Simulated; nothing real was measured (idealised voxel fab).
Herein follows the process module entitled voxel air gaps.
Displayed cross-section: cut, width of 200 nm, square cells sized 5 nm.
Each cross-section below is a grid of square cells, stated as bands in top-down order, with one or more rows of cells making up each band.
Top height, bottom height, nm. Materials left to right, width each, nm. Single material + "full width" = fills band edge to edge. "blank" = empty.
It should be noted that heights are counted from 0, beneath which the wafer as supplied is of one material throughout, and that the lowest band possesses no lower boundary but continues downward, as written in "0 -> down".
Width: "30->40" (first number = top row, second number = bottom row, same change from row to row of cells).
"nothing got changed" (step): cross-section cells unchanged, all of them.
Empty spaces without an open route to the top, at least 8 cells in extent, make up the entry "Sealed internal voids"; each is given as width x height at distance, where the distance is measured from the left edge, and all are in nm.
On a step's line, text after the settings is the simulator commenting on that step.
"overlay nm" answers the question of how far to the right of plan the mask lay on a step that has a mask, and when it is negative the answer is to the left.

SO HERE'S THE LINEUP OF PROCESS STEPS WE PLANNED
1. RECEIVE | material Si
2. CONFORMAL_DEP | material SiO2 | thk nm 15
3. CONFORMAL_DEP | material SiCN | thk nm 5
4. DIRECTIONAL_DEP | material lowk | thk nm 30
5. PATTERN | tone open | mask id LINES | material resist | width nm 20 | pitch nm 45 | thk nm 20 | overlay nm -15
6. DIRECTIONAL_ETCH | etch materials lowk | depth nm 30
7. STRIP | etch materials resist
8. CONFORMAL_DEP | material TiN | thk nm 5
9. FILL_DEP | material Ru | thk nm 5
10. CMP | height nm 50
11. EPI | material Ru | thk nm 10
12. SELECTIVE_ETCH | etch materials lowk | depth nm 40
13. CONFORMAL_DEP | material SiCN | thk nm 5
The plan's step 5 overlay nm is the first wafer's value; the wafers differ in this setting and start identical.

HERE'S THE FIRST OF THE WAFERS IN CROSS-SECTION, JUST AS WE GOT IT, I.E. AFTER STEP 1
* 0 -> down: Si full width
* Sealed internal voids: none

THE ROWS OF THE TABLE BELOW ARE WAFERS. LOOKING AT THE END OF THE MODULE, A ROW COUNTS, FOR EVERY MATERIAL, THE CELLS THE WAFER HAS GAINED, SHOWN AS (+), OR LOST, SHOWN AS (-), SINCE IT WAS RECEIVED; ITS CLOSED VOIDS COME NEXT
overlay nm -15, +78 Ru, +144 SiCN, +120 SiO2, +42 TiN, Sealed internal voids: 15 x 20 at 55; 15 x 20 at 100
overlay nm -10, +78 Ru, +144 SiCN, +120 SiO2, +42 TiN, Sealed internal voids: 15 x 20 at 60; 15 x 20 at 105
overlay nm -5, +78 Ru, +144 SiCN, +120 SiO2, +42 TiN, Sealed internal voids: 15 x 20 at 65; 15 x 20 at 110
overlay nm 0, +78 Ru, +144 SiCN, +120 SiO2, +42 TiN, Sealed internal voids: 15 x 20 at 70; 15 x 20 at 115
overlay nm 5, +78 Ru, +144 SiCN, +120 SiO2, +42 TiN, Sealed internal voids: 15 x 20 at 75; 15 x 20 at 120
overlay nm 10, +78 Ru, +144 SiCN, +120 SiO2, +42 TiN, Sealed internal voids: 15 x 20 at 80; 15 x 20 at 125
overlay nm 15, +78 Ru, +144 SiCN, +120 SiO2, +42 TiN, Sealed internal voids: 15 x 20 at 85; 15 x 20 at 130
